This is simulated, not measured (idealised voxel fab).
Herein follows the process module entitled voxel air gaps.
In the cross-section labelled cut, the width is 295 nm and each square cell is 5 nm.
Think of the cross-section as a grid of square cells. We describe it in bands, top to bottom, and each band covers one or more rows of those cells.
Quick guide to a band line: top height, bottom height (nm) up front; then every material left to right with its width in nm. Only one material and it's marked "full width"? Then it fills the band edge to edge. And "blank" just means empty space.
Counting heights begins at 0, where everything beneath is, in the wafer as received, one material. The lowest band has no bottom; it goes on downwards, as "0 and below" shows.
When a width is written as two numbers, as in "30 to 40", the first number is the width in the top row of cells of the band and the second is the width in its bottom row, and the width changes by the same amount from each row to the next.
Where the words "left unchanged" appear for a step, the cross-section shows no cell changed by that step; every cell remained as before.
Empty spaces without an open route to the top, at least 8 cells in extent, make up the entry "Unvented internal voids"; each is given as width x height at distance, where the distance is measured from the left edge, and all are in nm.
Past the settings on a step's line: simulator remark, on that step.
overlay nm: on a step with a mask, how far right of its planned place the mask lay; negative means left.
# These are the steps we planned for the process
1 RECEIVE (material Si)
2 CONFORMAL_DEP (material SiO2; thk nm 15)
3 CONFORMAL_DEP (material SiN; thk nm 5)
4 DIRECTIONAL_DEP (material lowk; thk nm 35)
5 MASKED_ETCH (tone open; mask id LINES; width nm 20; pitch nm 50; etch materials lowk; depth nm 35; overlay nm 0)
6 CONFORMAL_DEP (material TiN; thk nm 5)
7 FILL_DEP (material Cu; thk nm 5)
8 CMP (height nm 55)
9 EPI (material Ru; thk nm 10)
10 SELECTIVE_ETCH (etch materials lowk; depth nm 45)
11 CONFORMAL_DEP (material SiN; thk nm 5)
# Cross-section, incoming material, after step 1
  0 and below = Si full width
  Unvented internal voids: none
# First of two wafers at the end of the module, shown in cross-section; run carried out as planned
  70 down to 65 = blank 70 / SiN 150 / blank 75
  65 down to 55 = blank 70 / SiN 5 / Ru 40 / SiN 10 / Ru 40 / SiN 10 / Ru 40 / SiN 5 / blank 75
  55 down to 50 = blank 70 / SiN 15 / TiN 5 / Cu 10 / TiN 5 / SiN 30 / TiN 5 / Cu 10 / TiN 5 / SiN 30 / TiN 5 / Cu 10 / TiN 5 / SiN 15 / blank 75
  50 down to 25 = blank 80 / SiN 5 / TiN 5 / Cu 10 / TiN 5 / SiN 5 / blank 20 / SiN 5 / TiN 5 / Cu 10 / TiN 5 / SiN 5 / blank 20 / SiN 5 / TiN 5 / Cu 10 / TiN 5 / SiN 5 / blank 85
  25 down to 20 = SiN 85 / TiN 20 / SiN 30 / TiN 20 / SiN 30 / TiN 20 / SiN 90
  20 down to 15 = SiN full width
  15 down to 0 = SiO2 full width
  0 and below = Si full width
  Unvented internal voids: 20 x 25 at 110; 20 x 25 at 160
# Second wafer cross-section at end of module - shared start and plan with the first, one mistake in the run
  70 down to 65 = SiN full width
  65 down to 55 = Ru full width
  55 down to 25 = Cu 80 / TiN 5 / lowk 20 / TiN 5 / Cu 20 / TiN 5 / lowk 20 / TiN 5 / Cu 20 / TiN 5 / lowk 20 / TiN 5 / Cu 85
  25 down to 20 = TiN 85 / lowk 20 / TiN 30 / lowk 20 / TiN 30 / lowk 20 / TiN 90
  20 down to 15 = SiN full width
  15 down to 0 = SiO2 full width
  0 and below = Si full width
  Unvented internal voids: none
Error vs. plan: step 5, actual vs plan mismatch, actual run MASKED_ETCH (tone cover; mask id LINES; width nm 20; pitch nm 50; etch materials lowk; depth nm 35; overlay nm 0)
At the finish, the second wafer shows more or fewer cells for some materials than the first does: Cu: 210 more, Ru: 70 more, SiN: 78 fewer, TiN: 35 more, lowk: 84 more
The second wafer ends with 0 closed voids, and the first wafer ends with 2.
